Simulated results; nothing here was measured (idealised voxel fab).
Process module heading - voxel air gaps
It is cross-section cut that appears here, measuring 215 nm in width, its square cells being 5 nm in size.
We lay out every cross-section as a grid of square cells and spell it out in bands from the top down, where one band means one or more rows of cells. This entry defines a band. It first specifies the height of the band's top and the height of its bottom in nm, and then specifies the band's materials from left to right, stating each material with its width in nm. The word "edge to edge" identifies a single material that fills the band from edge to edge, while the word "blank" identifies empty space. Height 0 is the level under which the wafer as received is all one material. The lowest band goes on downwards, as in "z 0 and below". The notation "30..40" denotes a width that varies across the rows of cells in the band, beginning at the first number in the top row, finishing at the second number in the bottom row, and changing by an identical amount from each row to the next. No cell of the cross-section changed in a step that is given as "remains unaltered". Closed-off voids of 8+ cells (no open route to the top) go in "Unvented voids", written width x height at distance from the left edge, in nm. Read whatever lies past the settings on a step's line as the simulator's own remark about the step. A step's line can hold "overlay nm"; with a mask on that step, the setting says how far right of the planned place the mask lay, while a negative setting says it lay to the left.

Steps planned for the process:
1. op RECEIVE | material Si
2. op CONFORMAL_DEP | material SiO2 | thk nm 10
3. op CONFORMAL_DEP | material SiN | thk nm 5
4. op DIRECTIONAL_DEP | material SiO2 | thk nm 40
5. op DIRECTIONAL_DEP | material aC | thk nm 10
6. op PATTERN | tone open | mask id LINES | material resist | width nm 20 | pitch nm 45 | thk nm 25 | overlay nm 0
7. op DIRECTIONAL_ETCH | etch materials aC | depth nm 10
8. op STRIP | etch materials resist
9. op DIRECTIONAL_ETCH | etch materials SiO2 | depth nm 40
10. op STRIP | etch materials aC
11. op CONFORMAL_DEP | material TiN | thk nm 5
12. op FILL_DEP | material Ru | thk nm 5
13. op CMP | height nm 55
14. op EPI | material Ru | thk nm 10
15. op SELECTIVE_ETCH | etch materials SiO2 | depth nm 50
16. op CONFORMAL_DEP | material SiN | thk nm 5

Cross-section, incoming material, after step 1:
* z 0 and below  Si edge to edge
* Unvented voids: none

Cross-section at module end, one run error; start and plan unchanged from above:
* z 65 to 55  blank: 20  Ru: 40  blank: 5  Ru: 40  blank: 5  Ru: 40  blank: 5  Ru: 40  blank: 20
* z 55 to 20  blank: 30  TiN: 5  Ru: 10  TiN: 5  blank: 25  TiN: 5  Ru: 10  TiN: 5  blank: 25  TiN: 5  Ru: 10  TiN: 5  blank: 25  TiN: 5  Ru: 10  TiN: 5  blank: 30
* z 20 to 15  blank: 30  TiN: 20  blank: 25  TiN: 20  blank: 25  TiN: 20  blank: 25  TiN: 20  blank: 30
* z 15 to 10  SiN edge to edge
* z 10 to 0  SiO2 edge to edge
* z 0 and below  Si edge to edge
* Unvented voids: none
Misprocessing identified: step 16 of the plan was excluded from execution and never run
